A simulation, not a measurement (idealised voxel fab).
Herein follows the process module entitled voxel transistor to metal.
Shown is cross-section cut, with a width of 300 nm and square cells of size 5 nm.
Reading order for cross-sections: top band down to bottom band. Underlying form: a grid of square cells. Band size: one or more rows of cells.
Within each band entry, the heights of the top and of the bottom of the band appear first, in that order and in nm; the materials of the band then follow from left to right, each with its corresponding width in nm. The designation "edge to edge" on a single material indicates that it fills the band from edge to edge; the designation "empty" indicates empty space.
Where do heights start? At 0: under that level the wafer as delivered is made of one material only. And the lowest band has no floor; it just carries on downward, as in "0 -> down".
Width: "30->40" (first number = top row, second number = bottom row, same change from row to row of cells).
What does "no change" mean for a step? It means no cell of the cross-section changed in that step.
So "Unvented internal voids" is basically the list of trapped voids: any empty space of 8 cells or more that can't reach the top through an opening. They're written width x height at distance, the distance being from the left edge, and it's all nm.
Whatever follows a step's settings on its line is a remark the simulator itself makes about that step.
For masked steps, "overlay nm" on the step line gives how far right of plan the mask actually lay; a minus sign means it lay to the left.
Structure of the following material. The material consists of pairs of cross-sections. Each pair comprises the cross-section before one process step and the cross-section after that step, the latter shown only down to the lowest band that changed. The step between the cross-sections is specified beneath each pair, including its settings. Pairs are not necessarily consecutive: they may derive from different runs of this module performed on the same starting wafer. Continuity with the pair above is to be assumed only where the entry headed "Pre-process state" of the pair in question states it.

[Pre-process state]
	50 -> 45 = TiN edge to edge
	45 -> 35 = SiO2: 55 / TiN: 5 / W: 5 / TiN: 5 / SiO2: 50 / TiN: 5 / W: 5 / TiN: 5 / SiO2: 30 / TiN: 5 / W: 5 / TiN: 5 / SiO2: 50 / TiN: 5 / W: 5 / TiN: 5 / SiO2: 55
	35 -> 25 = SiO2: 55 / TiN: 5 / W: 5 / TiN: 5 / SiO2: 5 / SiN: 5 / SiO2: 5 / SiCN: 20 / SiO2: 5 / SiN: 5 / SiO2: 5 / TiN: 5 / W: 5 / TiN: 5 / SiO2: 30 / TiN: 5 / W: 5 / TiN: 5 / SiO2: 5 / SiN: 5 / SiO2: 5 / SiCN: 20 / SiO2: 5 / SiN: 5 / SiO2: 5 / TiN: 5 / W: 5 / TiN: 5 / SiO2: 55
	25 -> 10 = SiO2: 55 / TiN: 5 / W: 5 / TiN: 5 / SiO2: 5 / SiN: 5 / SiO2: 5 / polySi: 20 / SiO2: 5 / SiN: 5 / SiO2: 5 / TiN: 5 / W: 5 / TiN: 5 / SiO2: 30 / TiN: 5 / W: 5 / TiN: 5 / SiO2: 5 / SiN: 5 / SiO2: 5 / polySi: 20 / SiO2: 5 / SiN: 5 / SiO2: 5 / TiN: 5 / W: 5 / TiN: 5 / SiO2: 55
	10 -> 5 = SiO2: 55 / TiN: 15 / SiO2: 5 / SiN: 5 / SiO2: 5 / polySi: 20 / SiO2: 5 / SiN: 5 / SiO2: 5 / TiN: 15 / SiO2: 30 / TiN: 15 / SiO2: 5 / SiN: 5 / SiO2: 5 / polySi: 20 / SiO2: 5 / SiN: 5 / SiO2: 5 / TiN: 15 / SiO2: 55
	5 -> -5 = SiO2: 50 / SiN: 5 / TiN: 5 / SiGe: 15 / SiN: 5 / SiO2: 5 / polySi: 20 / SiO2: 5 / SiN: 5 / SiGe: 15 / TiN: 5 / SiN: 5 / SiO2: 20 / SiN: 5 / TiN: 5 / SiGe: 15 / SiN: 5 / SiO2: 5 / polySi: 20 / SiO2: 5 / SiN: 5 / SiGe: 15 / TiN: 5 / SiN: 5 / SiO2: 50
	-5 -> -10 = SiO2: 55 / TiN: 5 / SiGe: 15 / SiO2: 40 / SiGe: 15 / TiN: 5 / SiO2: 30 / TiN: 5 / SiGe: 15 / SiO2: 40 / SiGe: 15 / TiN: 5 / SiO2: 55
	-10 -> -25 = SiO2: 55 / SiGe: 20 / Si: 40 / SiGe: 20 / SiO2: 30 / SiGe: 20 / Si: 40 / SiGe: 20 / SiO2: 55
	-25 -> -40 = SiO2: 55 / Si: 80 / SiO2: 30 / Si: 80 / SiO2: 55
	-40 -> down = Si edge to edge
	Unvented internal voids: none

[Resultant Cross-Section]
	70 -> 50 = Ru edge to edge
	below 50: unchanged
	Unvented internal voids: none
Formally, the process step situated between the two cross-sections above is DIRECTIONAL_DEP, material Ru, thk nm 20

Pre-process state: Please consult the pair immediately above; the cross-section it shows after its step is the state before this step.

[Resultant Cross-Section]
	85 -> 70 = empty: 55 / resist: 15 / empty: 50 / resist: 15 / empty: 30 / resist: 15 / empty: 50 / resist: 15 / empty: 55
	below 70: unchanged
	Unvented internal voids: none
Formally, the process step situated between the two cross-sections above is PATTERN, tone cover, mask id METAL_1, material resist, width nm 15, thk nm 15, overlay nm 0

Pre-process state: Please consult the pair immediately above; the cross-section it shows after its step is the state before this step.

[Resultant Cross-Section]
	85 -> 70 = empty: 55 / resist: 15 / empty: 50 / resist: 15 / empty: 30 / resist: 15 / empty: 50 / resist: 15 / empty: 55
	70 -> 50 = empty: 55 / Ru: 15 / empty: 50 / Ru: 15 / empty: 30 / Ru: 15 / empty: 50 / Ru: 15 / empty: 55
	below 50: unchanged
	Unvented internal voids: none
Formally, the process step situated between the two cross-sections above is DIRECTIONAL_ETCH, etch materials Ru, depth nm 20

Pre-process state: Please consult the pair immediately above; the cross-section it shows after its step is the state before this step.

[Resultant Cross-Section]
	85 -> 70 = empty: 55 / resist: 15 / empty: 50 / resist: 15 / empty: 30 / resist: 15 / empty: 50 / resist: 15 / empty: 55
	70 -> 50 = empty: 55 / Ru: 15 / empty: 50 / Ru: 15 / empty: 30 / Ru: 15 / empty: 50 / Ru: 15 / empty: 55
	50 -> 45 = empty: 55 / TiN: 15 / empty: 50 / TiN: 15 / empty: 30 / TiN: 15 / empty: 50 / TiN: 15 / empty: 55
	below 45: unchanged
	Unvented internal voids: none
Formally, the process step situated between the two cross-sections above is DIRECTIONAL_ETCH, etch materials TiN, depth nm 5

Pre-process state: Please consult the pair immediately above; the cross-section it shows after its step is the state before this step.

[Resultant Cross-Section]
	70 -> 50 = empty: 55 / Ru: 15 / empty: 50 / Ru: 15 / empty: 30 / Ru: 15 / empty: 50 / Ru: 15 / empty: 55
	below 50: unchanged
	Unvented internal voids: none
Formally, the process step situated between the two cross-sections above is STRIP, etch materials resist

Pre-process state: Please consult the pair immediately above; the cross-section it shows after its step is the state before this step.

[Resultant Cross-Section]
	75 -> 70 = empty: 50 / SiN: 25 / empty: 40 / SiN: 25 / empty: 20 / SiN: 25 / empty: 40 / SiN: 25 / empty: 50
	70 -> 50 = empty: 50 / SiN: 5 / Ru: 15 / SiN: 5 / empty: 40 / SiN: 5 / Ru: 15 / SiN: 5 / empty: 20 / SiN: 5 / Ru: 15 / SiN: 5 / empty: 40 / SiN: 5 / Ru: 15 / SiN: 5 / empty: 50
	50 -> 45 = SiN: 55 / TiN: 15 / SiN: 50 / TiN: 15 / SiN: 30 / TiN: 15 / SiN: 50 / TiN: 15 / SiN: 55
	below 45: unchanged
	Unvented internal voids: none
Formally, the process step situated between the two cross-sections above is CONFORMAL_DEP, material SiN, thk nm 5

Pre-process state: Please consult the pair immediately above; the cross-section it shows after its step is the state before this step.

[Resultant Cross-Section]
	85 -> 75 = SiO2 edge to edge
	75 -> 70 = SiO2: 50 / SiN: 25 / SiO2: 40 / SiN: 25 / SiO2: 20 / SiN: 25 / SiO2: 40 / SiN: 25 / SiO2: 50
	70 -> 50 = SiO2: 50 / SiN: 5 / Ru: 15 / SiN: 5 / SiO2: 40 / SiN: 5 / Ru: 15 / SiN: 5 / SiO2: 20 / SiN: 5 / Ru: 15 / SiN: 5 / SiO2: 40 / SiN: 5 / Ru: 15 / SiN: 5 / SiO2: 50
	below 50: unchanged
	Unvented internal voids: none
Formally, the process step situated between the two cross-sections above is FILL_DEP, material SiO2, thk nm 10

Pre-process state: Please consult the pair immediately above; the cross-section it shows after its step is the state before this step.

[Resultant Cross-Section]
	70 -> 50 = SiO2: 50 / SiN: 5 / Ru: 15 / SiN: 5 / SiO2: 40 / SiN: 5 / Ru: 15 / SiN: 5 / SiO2: 20 / SiN: 5 / Ru: 15 / SiN: 5 / SiO2: 40 / SiN: 5 / Ru: 15 / SiN: 5 / SiO2: 50
	below 50: unchanged
	Unvented internal voids: none
Formally, the process step situated between the two cross-sections above is CMP, height nm 70

Pre-process state: Please consult the pair immediately above; the cross-section it shows after its step is the state before this step.

[Resultant Cross-Section]
	75 -> 70 = SiCN edge to edge
	below 70: unchanged
	Unvented internal voids: none
Formally, the process step situated between the two cross-sections above is CONFORMAL_DEP, material SiCN, thk nm 5

[Pre-process state]
	85 -> 75 = SiO2 edge to edge
	75 -> 70 = SiO2: 50 / SiN: 25 / SiO2: 40 / SiN: 25 / SiO2: 20 / SiN: 25 / SiO2: 40 / SiN: 25 / SiO2: 50
	70 -> 50 = SiO2: 50 / SiN: 5 / Ru: 15 / SiN: 5 / SiO2: 40 / SiN: 5 / Ru: 15 / SiN: 5 / SiO2: 20 / SiN: 5 / Ru: 15 / SiN: 5 / SiO2: 40 / SiN: 5 / Ru: 15 / SiN: 5 / SiO2: 50
	50 -> 45 = SiN: 55 / TiN: 15 / SiN: 50 / TiN: 15 / SiN: 30 / TiN: 15 / SiN: 50 / TiN: 15 / SiN: 55
	45 -> 35 = SiO2: 55 / TiN: 5 / W: 5 / TiN: 5 / SiO2: 50 / TiN: 5 / W: 5 / TiN: 5 / SiO2: 30 / TiN: 5 / W: 5 / TiN: 5 / SiO2: 50 / TiN: 5 / W: 5 / TiN: 5 / SiO2: 55
	35 -> 25 = SiO2: 55 / TiN: 5 / W: 5 / TiN: 5 / SiO2: 5 / SiN: 5 / SiO2: 5 / SiCN: 20 / SiO2: 5 / SiN: 5 / SiO2: 5 / TiN: 5 / W: 5 / TiN: 5 / SiO2: 30 / TiN: 5 / W: 5 / TiN: 5 / SiO2: 5 / SiN: 5 / SiO2: 5 / SiCN: 20 / SiO2: 5 / SiN: 5 / SiO2: 5 / TiN: 5 / W: 5 / TiN: 5 / SiO2: 55
	25 -> 10 = SiO2: 55 / TiN: 5 / W: 5 / TiN: 5 / SiO2: 5 / SiN: 5 / SiO2: 5 / polySi: 20 / SiO2: 5 / SiN: 5 / SiO2: 5 / TiN: 5 / W: 5 / TiN: 5 / SiO2: 30 / TiN: 5 / W: 5 / TiN: 5 / SiO2: 5 / SiN: 5 / SiO2: 5 / polySi: 20 / SiO2: 5 / SiN: 5 / SiO2: 5 / TiN: 5 / W: 5 / TiN: 5 / SiO2: 55
	10 -> 5 = SiO2: 55 / TiN: 15 / SiO2: 5 / SiN: 5 / SiO2: 5 / polySi: 20 / SiO2: 5 / SiN: 5 / SiO2: 5 / TiN: 15 / SiO2: 30 / TiN: 15 / SiO2: 5 / SiN: 5 / SiO2: 5 / polySi: 20 / SiO2: 5 / SiN: 5 / SiO2: 5 / TiN: 15 / SiO2: 55
	5 -> -5 = SiO2: 50 / SiN: 5 / TiN: 5 / SiGe: 15 / SiN: 5 / SiO2: 5 / polySi: 20 / SiO2: 5 / SiN: 5 / SiGe: 15 / TiN: 5 / SiN: 5 / SiO2: 20 / SiN: 5 / TiN: 5 / SiGe: 15 / SiN: 5 / SiO2: 5 / polySi: 20 / SiO2: 5 / SiN: 5 / SiGe: 15 / TiN: 5 / SiN: 5 / SiO2: 50
	-5 -> -10 = SiO2: 55 / TiN: 5 / SiGe: 15 / SiO2: 40 / SiGe: 15 / TiN: 5 / SiO2: 30 / TiN: 5 / SiGe: 15 / SiO2: 40 / SiGe: 15 / TiN: 5 / SiO2: 55
	-10 -> -25 = SiO2: 55 / SiGe: 20 / Si: 40 / SiGe: 20 / SiO2: 30 / SiGe: 20 / Si: 40 / SiGe: 20 / SiO2: 55
	-25 -> -40 = SiO2: 55 / Si: 80 / SiO2: 30 / Si: 80 / SiO2: 55
	-40 -> down = Si edge to edge
	Unvented internal voids: none

[Resultant Cross-Section]
	90 -> 85 = SiCN edge to edge
	below 85: unchanged
	Unvented internal voids: none
Formally, the process step situated between the two cross-sections above is CONFORMAL_DEP, material SiCN, thk nm 5

[Pre-process state]
	35 -> 30 = empty: 75 / SiN: 5 / empty: 5 / SiCN: 20 / empty: 5 / SiN: 5 / empty: 70 / SiN: 5 / empty: 5 / SiCN: 20 / empty: 5 / SiN: 5 / empty: 75
	30 -> 25 = empty: 75 / SiN: 5 / SiO2: 5 / SiCN: 20 / SiO2: 5 / SiN: 5 / empty: 70 / SiN: 5 / SiO2: 5 / SiCN: 20 / SiO2: 5 / SiN: 5 / empty: 75
	25 -> 5 = empty: 75 / SiN: 5 / SiO2: 5 / polySi: 20 / SiO2: 5 / SiN: 5 / empty: 70 / SiN: 5 / SiO2: 5 / polySi: 20 / SiO2: 5 / SiN: 5 / empty: 75
	5 -> 0 = empty: 50 / SiN: 5 / empty: 5 / SiGe: 15 / SiN: 5 / SiO2: 5 / polySi: 20 / SiO2: 5 / SiN: 5 / SiGe: 15 / empty: 5 / SiN: 5 / empty: 20 / SiN: 5 / empty: 5 / SiGe: 15 / SiN: 5 / SiO2: 5 / polySi: 20 / SiO2: 5 / SiN: 5 / SiGe: 15 / empty: 5 / SiN: 5 / empty: 50
	0 -> -5 = SiO2: 50 / SiN: 5 / empty: 5 / SiGe: 15 / SiN: 5 / SiO2: 5 / polySi: 20 / SiO2: 5 / SiN: 5 / SiGe: 15 / empty: 5 / SiN: 5 / SiO2: 20 / SiN: 5 / empty: 5 / SiGe: 15 / SiN: 5 / SiO2: 5 / polySi: 20 / SiO2: 5 / SiN: 5 / SiGe: 15 / empty: 5 / SiN: 5 / SiO2: 50
	-5 -> -10 = SiO2: 55 / empty: 5 / SiGe: 15 / SiO2: 40 / SiGe: 15 / empty: 5 / SiO2: 30 / empty: 5 / SiGe: 15 / SiO2: 40 / SiGe: 15 / empty: 5 / SiO2: 55
	-10 -> -25 = SiO2: 55 / SiGe: 20 / Si: 40 / SiGe: 20 / SiO2: 30 / SiGe: 20 / Si: 40 / SiGe: 20 / SiO2: 55
	-25 -> -40 = SiO2: 55 / Si: 80 / SiO2: 30 / Si: 80 / SiO2: 55
	-40 -> down = Si edge to edge
	Unvented internal voids: none

[Resultant Cross-Section]
	35 -> 30 = empty: 75 / SiN: 5 / empty: 5 / SiCN: 20 / empty: 5 / SiN: 5 / empty: 70 / SiN: 5 / empty: 5 / SiCN: 20 / empty: 5 / SiN: 5 / empty: 75
	30 -> 25 = empty: 75 / SiN: 5 / SiO2: 5 / SiCN: 20 / SiO2: 5 / SiN: 5 / empty: 70 / SiN: 5 / SiO2: 5 / SiCN: 20 / SiO2: 5 / SiN: 5 / empty: 75
	25 -> 20 = empty: 75 / SiN: 5 / SiO2: 5 / polySi: 20 / SiO2: 5 / SiN: 5 / empty: 70 / SiN: 5 / SiO2: 5 / polySi: 20 / SiO2: 5 / SiN: 5 / empty: 75
	20 -> 5 = empty: 45 / SiGe: 30 / SiN: 5 / SiO2: 5 / polySi: 20 / SiO2: 5 / SiN: 5 / SiGe: 30 / empty: 10 / SiGe: 30 / SiN: 5 / SiO2: 5 / polySi: 20 / SiO2: 5 / SiN: 5 / SiGe: 30 / empty: 45
	5 -> 0 = empty: 45 / SiGe: 5 / SiN: 5 / SiGe: 20 / SiN: 5 / SiO2: 5 / polySi: 20 / SiO2: 5 / SiN: 5 / SiGe: 20 / SiN: 5 / SiGe: 5 / empty: 10 / SiGe: 5 / SiN: 5 / SiGe: 20 / SiN: 5 / SiO2: 5 / polySi: 20 / SiO2: 5 / SiN: 5 / SiGe: 20 / SiN: 5 / SiGe: 5 / empty: 45
	0 -> -5 = SiO2: 50 / SiN: 5 / SiGe: 20 / SiN: 5 / SiO2: 5 / polySi: 20 / SiO2: 5 / SiN: 5 / SiGe: 20 / SiN: 5 / SiO2: 20 / SiN: 5 / SiGe: 20 / SiN: 5 / SiO2: 5 / polySi: 20 / SiO2: 5 / SiN: 5 / SiGe: 20 / SiN: 5 / SiO2: 50
	-5 -> -10 = SiO2: 55 / SiGe: 20 / SiO2: 40 / SiGe: 20 / SiO2: 30 / SiGe: 20 / SiO2: 40 / SiGe: 20 / SiO2: 55
	below -10: unchanged
	Unvented internal voids: none
Formally, the process step situated between the two cross-sections above is EPI, material SiGe, thk nm 15

Pre-process state: Please consult the pair immediately above; the cross-section it shows after its step is the state before this step.

[Resultant Cross-Section]
	40 -> 35 = SiO2 edge to edge
	35 -> 25 = SiO2: 75 / SiN: 5 / SiO2: 5 / SiCN: 20 / SiO2: 5 / SiN: 5 / SiO2: 70 / SiN: 5 / SiO2: 5 / SiCN: 20 / SiO2: 5 / SiN: 5 / SiO2: 75
	25 -> 20 = SiO2: 75 / SiN: 5 / SiO2: 5 / polySi: 20 / SiO2: 5 / SiN: 5 / SiO2: 70 / SiN: 5 / SiO2: 5 / polySi: 20 / SiO2: 5 / SiN: 5 / SiO2: 75
	20 -> 5 = SiO2: 45 / SiGe: 30 / SiN: 5 / SiO2: 5 / polySi: 20 / SiO2: 5 / SiN: 5 / SiGe: 30 / SiO2: 10 / SiGe: 30 / SiN: 5 / SiO2: 5 / polySi: 20 / SiO2: 5 / SiN: 5 / SiGe: 30 / SiO2: 45
	5 -> 0 = SiO2: 45 / SiGe: 5 / SiN: 5 / SiGe: 20 / SiN: 5 / SiO2: 5 / polySi: 20 / SiO2: 5 / SiN: 5 / SiGe: 20 / SiN: 5 / SiGe: 5 / SiO2: 10 / SiGe: 5 / SiN: 5 / SiGe: 20 / SiN: 5 / SiO2: 5 / polySi: 20 / SiO2: 5 / SiN: 5 / SiGe: 20 / SiN: 5 / SiGe: 5 / SiO2: 45
	below 0: unchanged
	Unvented internal voids: none
Formally, the process step situated between the two cross-sections above is FILL_DEP, material SiO2, thk nm 5

Pre-process state: Please consult the pair immediately above; the cross-section it shows after its step is the state before this step.

[Resultant Cross-Section]
	35 -> 25 = SiO2: 75 / SiN: 5 / SiO2: 5 / SiCN: 20 / SiO2: 5 / SiN: 5 / SiO2: 70 / SiN: 5 / SiO2: 5 / SiCN: 20 / SiO2: 5 / SiN: 5 / SiO2: 75
	below 25: unchanged
	Unvented internal voids: none
Formally, the process step situated between the two cross-sections above is CMP, height nm 35

Pre-process state: Please consult the pair immediately above; the cross-section it shows after its step is the state before this step.

[Resultant Cross-Section]
	45 -> 35 = SiO2 edge to edge
	below 35: unchanged
	Unvented internal voids: none
Formally, the process step situated between the two cross-sections above is DIRECTIONAL_DEP, material SiO2, thk nm 10

Pre-process state: Please consult the pair immediately above; the cross-section it shows after its step is the state before this step.

[Resultant Cross-Section]
	60 -> 45 = aC edge to edge
	below 45: unchanged
	Unvented internal voids: none
Formally, the process step situated between the two cross-sections above is DIRECTIONAL_DEP, material aC, thk nm 15

Pre-process state: Please consult the pair immediately above; the cross-section it shows after its step is the state before this step.

[Resultant Cross-Section]
	95 -> 60 = resist: 55 / empty: 15 / resist: 50 / empty: 15 / resist: 30 / empty: 15 / resist: 50 / empty: 15 / resist: 55
	below 60: unchanged
	Unvented internal voids: none
Formally, the process step situated between the two cross-sections above is PATTERN, tone open, mask id CONTACT, material resist, width nm 15, thk nm 35, overlay nm 0

Pre-process state: Please consult the pair immediately above; the cross-section it shows after its step is the state before this step.

[Resultant Cross-Section]
	80 -> 60 = resist: 55 / empty: 15 / resist: 50 / empty: 15 / resist: 30 / empty: 15 / resist: 50 / empty: 15 / resist: 55
	60 -> 45 = aC: 55 / empty: 15 / aC: 50 / empty: 15 / aC: 30 / empty: 15 / aC: 50 / empty: 15 / aC: 55
	below 45: unchanged
	Unvented internal voids: none
Formally, the process step situated between the two cross-sections above is DIRECTIONAL_ETCH, etch materials aC, depth nm 15

Pre-process state: Please consult the pair immediately above; the cross-section it shows after its step is the state before this step.

[Resultant Cross-Section]
	60 -> 45 = aC: 55 / empty: 15 / aC: 50 / empty: 15 / aC: 30 / empty: 15 / aC: 50 / empty: 15 / aC: 55
	below 45: unchanged
	Unvented internal voids: none
Formally, the process step situated between the two cross-sections above is STRIP, etch materials resist

Pre-process state: Please consult the pair immediately above; the cross-section it shows after its step is the state before this step.

[Resultant Cross-Section]
	60 -> 45 = aC: 55 / empty: 15 / aC: 50 / empty: 15 / aC: 30 / empty: 15 / aC: 50 / empty: 15 / aC: 55
	45 -> 35 = SiO2: 55 / empty: 15 / SiO2: 50 / empty: 15 / SiO2: 30 / empty: 15 / SiO2: 50 / empty: 15 / SiO2: 55
	35 -> 25 = SiO2: 55 / empty: 15 / SiO2: 5 / SiN: 5 / SiO2: 5 / SiCN: 20 / SiO2: 5 / SiN: 5 / SiO2: 5 / empty: 15 / SiO2: 30 / empty: 15 / SiO2: 5 / SiN: 5 / SiO2: 5 / SiCN: 20 / SiO2: 5 / SiN: 5 / SiO2: 5 / empty: 15 / SiO2: 55
	25 -> 20 = SiO2: 55 / empty: 15 / SiO2: 5 / SiN: 5 / SiO2: 5 / polySi: 20 / SiO2: 5 / SiN: 5 / SiO2: 5 / empty: 15 / SiO2: 30 / empty: 15 / SiO2: 5 / SiN: 5 / SiO2: 5 / polySi: 20 / SiO2: 5 / SiN: 5 / SiO2: 5 / empty: 15 / SiO2: 55
	below 20: unchanged
	Unvented internal voids: none
Formally, the process step situated between the two cross-sections above is DIRECTIONAL_ETCH, etch materials SiO2, depth nm 55

Pre-process state: Please consult the pair immediately above; the cross-section it shows after its step is the state before this step.

[Resultant Cross-Section]
	45 -> 35 = SiO2: 55 / empty: 15 / SiO2: 50 / empty: 15 / SiO2: 30 / empty: 15 / SiO2: 50 / empty: 15 / SiO2: 55
	below 35: unchanged
	Unvented internal voids: none
Formally, the process step situated between the two cross-sections above is STRIP, etch materials aC

Pre-process state: Please consult the pair immediately above; the cross-section it shows after its step is the state before this step.

[Resultant Cross-Section]
	50 -> 45 = TiN: 60 / empty: 5 / TiN: 60 / empty: 5 / TiN: 40 / empty: 5 / TiN: 60 / empty: 5 / TiN: 60
	45 -> 35 = SiO2: 55 / TiN: 5 / empty: 5 / TiN: 5 / SiO2: 50 / TiN: 5 / empty: 5 / TiN: 5 / SiO2: 30 / TiN: 5 / empty: 5 / TiN: 5 / SiO2: 50 / TiN: 5 / empty: 5 / TiN: 5 / SiO2: 55
	35 -> 25 = SiO2: 55 / TiN: 5 / empty: 5 / TiN: 5 / SiO2: 5 / SiN: 5 / SiO2: 5 / SiCN: 20 / SiO2: 5 / SiN: 5 / SiO2: 5 / TiN: 5 / empty: 5 / TiN: 5 / SiO2: 30 / TiN: 5 / empty: 5 / TiN: 5 / SiO2: 5 / SiN: 5 / SiO2: 5 / SiCN: 20 / SiO2: 5 / SiN: 5 / SiO2: 5 / TiN: 5 / empty: 5 / TiN: 5 / SiO2: 55
	25 -> 20 = SiO2: 55 / TiN: 15 / SiO2: 5 / SiN: 5 / SiO2: 5 / polySi: 20 / SiO2: 5 / SiN: 5 / SiO2: 5 / TiN: 15 / SiO2: 30 / TiN: 15 / SiO2: 5 / SiN: 5 / SiO2: 5 / polySi: 20 / SiO2: 5 / SiN: 5 / SiO2: 5 / TiN: 15 / SiO2: 55
	below 20: unchanged
	Unvented internal voids: none
Formally, the process step situated between the two cross-sections above is CONFORMAL_DEP, material TiN, thk nm 5

Pre-process state: Please consult the pair immediately above; the cross-section it shows after its step is the state before this step.

[Resultant Cross-Section]
	55 -> 50 = W edge to edge
	50 -> 45 = TiN: 60 / W: 5 / TiN: 60 / W: 5 / TiN: 40 / W: 5 / TiN: 60 / W: 5 / TiN: 60
	45 -> 35 = SiO2: 55 / TiN: 5 / W: 5 / TiN: 5 / SiO2: 50 / TiN: 5 / W: 5 / TiN: 5 / SiO2: 30 / TiN: 5 / W: 5 / TiN: 5 / SiO2: 50 / TiN: 5 / W: 5 / TiN: 5 / SiO2: 55
	35 -> 25 = SiO2: 55 / TiN: 5 / W: 5 / TiN: 5 / SiO2: 5 / SiN: 5 / SiO2: 5 / SiCN: 20 / SiO2: 5 / SiN: 5 / SiO2: 5 / TiN: 5 / W: 5 / TiN: 5 / SiO2: 30 / TiN: 5 / W: 5 / TiN: 5 / SiO2: 5 / SiN: 5 / SiO2: 5 / SiCN: 20 / SiO2: 5 / SiN: 5 / SiO2: 5 / TiN: 5 / W: 5 / TiN: 5 / SiO2: 55
	below 25: unchanged
	Unvented internal voids: none
Formally, the process step situated between the two cross-sections above is FILL_DEP, material W, thk nm 5

Pre-process state: Please consult the pair immediately above; the cross-section it shows after its step is the state before this step.

[Resultant Cross-Section]
	45 -> 35 = SiO2: 55 / TiN: 5 / W: 5 / TiN: 5 / SiO2: 50 / TiN: 5 / W: 5 / TiN: 5 / SiO2: 30 / TiN: 5 / W: 5 / TiN: 5 / SiO2: 50 / TiN: 5 / W: 5 / TiN: 5 / SiO2: 55
	below 35: unchanged
	Unvented internal voids: none
Formally, the process step situated between the two cross-sections above is CMP, height nm 45

Pre-process state: Please consult the pair immediately above; the cross-section it shows after its step is the state before this step.

[Resultant Cross-Section]
	50 -> 45 = TiN edge to edge
	below 45: unchanged
	Unvented internal voids: none
Formally, the process step situated between the two cross-sections above is DIRECTIONAL_DEP, material TiN, thk nm 5

Pre-process state: Please consult the pair immediately above; the cross-section it shows after its step is the state before this step.

[Resultant Cross-Section]
	70 -> 50 = Ru edge to edge
	below 50: unchanged
	Unvented internal voids: none
Formally, the process step situated between the two cross-sections above is DIRECTIONAL_DEP, material Ru, thk nm 20

Pre-process state: Please consult the pair immediately above; the cross-section it shows after its step is the state before this step.

[Resultant Cross-Section]
	85 -> 70 = empty: 55 / resist: 15 / empty: 50 / resist: 15 / empty: 30 / resist: 15 / empty: 50 / resist: 15 / empty: 55
	below 70: unchanged
	Unvented internal voids: none
Formally, the process step situated between the two cross-sections above is PATTERN, tone cover, mask id METAL_1, material resist, width nm 15, thk nm 15, overlay nm 0

Pre-process state: Please consult the pair immediately above; the cross-section it shows after its step is the state before this step.

[Resultant Cross-Section]
	85 -> 70 = empty: 55 / resist: 15 / empty: 50 / resist: 15 / empty: 30 / resist: 15 / empty: 50 / resist: 15 / empty: 55
	70 -> 50 = empty: 55 / Ru: 15 / empty: 50 / Ru: 15 / empty: 30 / Ru: 15 / empty: 50 / Ru: 15 / empty: 55
	below 50: unchanged
	Unvented internal voids: none
Formally, the process step situated between the two cross-sections above is DIRECTIONAL_ETCH, etch materials Ru, depth nm 20

Pre-process state: Please consult the pair immediately above; the cross-section it shows after its step is the state before this step.

[Resultant Cross-Section]
	85 -> 70 = empty: 55 / resist: 15 / empty: 50 / resist: 15 / empty: 30 / resist: 15 / empty: 50 / resist: 15 / empty: 55
	70 -> 50 = empty: 55 / Ru: 15 / empty: 50 / Ru: 15 / empty: 30 / Ru: 15 / empty: 50 / Ru: 15 / empty: 55
	50 -> 45 = empty: 55 / TiN: 15 / empty: 50 / TiN: 15 / empty: 30 / TiN: 15 / empty: 50 / TiN: 15 / empty: 55
	below 45: unchanged
	Unvented internal voids: none
Formally, the process step situated between the two cross-sections above is DIRECTIONAL_ETCH, etch materials TiN, depth nm 5

Pre-process state: Please consult the pair immediately above; the cross-section it shows after its step is the state before this step.

[Resultant Cross-Section]
	70 -> 50 = empty: 55 / Ru: 15 / empty: 50 / Ru: 15 / empty: 30 / Ru: 15 / empty: 50 / Ru: 15 / empty: 55
	below 50: unchanged
	Unvented internal voids: none
Formally, the process step situated between the two cross-sections above is STRIP, etch materials resist

Pre-process state: Please consult the pair immediately above; the cross-section it shows after its step is the state before this step.

[Resultant Cross-Section]
	75 -> 70 = empty: 50 / SiN: 25 / empty: 40 / SiN: 25 / empty: 20 / SiN: 25 / empty: 40 / SiN: 25 / empty: 50
	70 -> 50 = empty: 50 / SiN: 5 / Ru: 15 / SiN: 5 / empty: 40 / SiN: 5 / Ru: 15 / SiN: 5 / empty: 20 / SiN: 5 / Ru: 15 / SiN: 5 / empty: 40 / SiN: 5 / Ru: 15 / SiN: 5 / empty: 50
	50 -> 45 = SiN: 55 / TiN: 15 / SiN: 50 / TiN: 15 / SiN: 30 / TiN: 15 / SiN: 50 / TiN: 15 / SiN: 55
	below 45: unchanged
	Unvented internal voids: none
Formally, the process step situated between the two cross-sections above is CONFORMAL_DEP, material SiN, thk nm 5

Pre-process state: Please consult the pair immediately above; the cross-section it shows after its step is the state before this step.

[Resultant Cross-Section]
	85 -> 75 = SiO2 edge to edge
	75 -> 70 = SiO2: 50 / SiN: 25 / SiO2: 40 / SiN: 25 / SiO2: 20 / SiN: 25 / SiO2: 40 / SiN: 25 / SiO2: 50
	70 -> 50 = SiO2: 50 / SiN: 5 / Ru: 15 / SiN: 5 / SiO2: 40 / SiN: 5 / Ru: 15 / SiN: 5 / SiO2: 20 / SiN: 5 / Ru: 15 / SiN: 5 / SiO2: 40 / SiN: 5 / Ru: 15 / SiN: 5 / SiO2: 50
	below 50: unchanged
	Unvented internal voids: none
Formally, the process step situated between the two cross-sections above is FILL_DEP, material SiO2, thk nm 10

Pre-process state: Please consult the pair immediately above; the cross-section it shows after its step is the state before this step.

[Resultant Cross-Section]
	70 -> 50 = SiO2: 50 / SiN: 5 / Ru: 15 / SiN: 5 / SiO2: 40 / SiN: 5 / Ru: 15 / SiN: 5 / SiO2: 20 / SiN: 5 / Ru: 15 / SiN: 5 / SiO2: 40 / SiN: 5 / Ru: 15 / SiN: 5 / SiO2: 50
	below 50: unchanged
	Unvented internal voids: none
Formally, the process step situated between the two cross-sections above is CMP, height nm 70

Pre-process state: Please consult the pair immediately above; the cross-section it shows after its step is the state before this step.

[Resultant Cross-Section]
	75 -> 70 = SiCN edge to edge
	below 70: unchanged
	Unvented internal voids: none
Formally, the process step situated between the two cross-sections above is CONFORMAL_DEP, material SiCN, thk nm 5

[Pre-process state]
	15 -> 0 = SiO2: 50 / SiN: 90 / SiO2: 20 / SiN: 90 / SiO2: 50
	0 -> -5 = SiO2 edge to edge
	-5 -> -40 = SiO2: 55 / Si: 80 / SiO2: 30 / Si: 80 / SiO2: 55
	-40 -> down = Si edge to edge
	Unvented internal voids: none

[Resultant Cross-Section]
	15 -> 0 = SiO2: 50 / empty: 90 / SiO2: 20 / empty: 90 / SiO2: 50
	below 0: unchanged
	Unvented internal voids: none
Formally, the process step situated between the two cross-sections above is STRIP, etch materials SiN
